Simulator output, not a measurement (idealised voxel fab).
Process module in this document: voxel gate over fins
The cross-section on display is named cut; it measures 280 nm wide, and its cells are 5 nm squares.
Reading order for cross-sections: top band down to bottom band. Underlying form: a grid of square cells. Band size: one or more rows of cells.
What a band's entry tells you: where the top is and where the bottom is, as heights in nm, and after that what lies inside, material by material from left to right, each with its width in nm. Empty space is written as the word "air", and a single material marked with the word "full width" occupies the band from edge to edge.
Heights are measured from 0, the level below which the as-received wafer is all one material; the lowest band has no bottom and continues downward, written as in "from 0 down".
So if you see something like "30..40" for the width, read it as the top row of the band sitting at the first number and the bottom row at the second, with every row in between moving by the same amount as the last.
The designation "all unchanged", where it is given for a processing step, indicates that no cell of the cross-section was altered in the course of that step.
Heads up: "Fully closed voids" only lists the empty pockets with no open path to the top that are 8 cells or more, and it writes them as width x height at distance, distance from the left edge, in nm.
On each step's line, the part that comes after the settings is the simulator's own comment on the step.
overlay nm: for a step with a mask, the amount by which the mask lay right of where it was planned; a negative amount means left of it.
The steps planned for the process are as follows
1. RECEIVE,material Si
2. CONFORMAL_DEP,material SiN,thk nm 5
3. PATTERN,tone cover,mask id FINS,material resist,width nm 15,pitch nm 35,thk nm 15,overlay nm 0
4. DIRECTIONAL_ETCH,etch materials SiN,depth nm 5
5. DIRECTIONAL_ETCH,etch materials Si,depth nm 40
6. STRIP,etch materials resist
7. OXIDIZE,depth nm 5
8. FILL_DEP,material SiO2,thk nm 15
9. CMP,height nm 5
10. SELECTIVE_ETCH,etch materials SiO2,depth nm 15
11. STRIP,etch materials SiN
12. CONFORMAL_DEP,material HfO2,thk nm 5
13. CONFORMAL_DEP,material TiN,thk nm 5
14. CONFORMAL_DEP,material TiAl,thk nm 5
15. CONFORMAL_DEP,material TiN,thk nm 5
16. FILL_DEP,material W,thk nm 10
17. CMP,height nm 25
18. CONFORMAL_DEP,material SiN,thk nm 10
Step 1 complete: cross-section of the wafer as received
    from 0 down = Si full width
    Fully closed voids: none
Cross-section at module end, one run error; start and plan unchanged from above
    from 35 to 25 = SiN full width
    from 25 to 20 = W full width
    from 20 to 15 = W=75; TiN=115; W=90
    from 15 to 10 = W=75; TiN=5; TiAl=105; TiN=5; W=90
    from 10 to 5 = TiN=80; TiAl=5; TiN=25; TiAl=10; TiN=25; TiAl=10; TiN=25; TiAl=5; TiN=95
    from 5 to 0 = TiAl=85; TiN=5; HfO2=15; TiN=5; TiAl=10; TiN=5; HfO2=15; TiN=5; TiAl=10; TiN=5; HfO2=15; TiN=5; TiAl=100
    from 0 to -5 = TiN=90; HfO2=5; Si=5; HfO2=5; TiN=20; HfO2=5; Si=5; HfO2=5; TiN=20; HfO2=5; Si=5; HfO2=5; TiN=105
    from -5 to -10 = HfO2=95; Si=5; HfO2=30; Si=5; HfO2=30; Si=5; HfO2=110
    from -10 to -45 = SiO2=95; Si=5; SiO2=30; Si=5; SiO2=30; Si=5; SiO2=110
    from -45 down = Si full width
    Fully closed voids: none
Here's what went sideways: step 3 did not happen as planned, as run it was PATTERN,tone cover,mask id FINS,material resist,width nm 15,pitch nm 35,thk nm 15,overlay nm -5
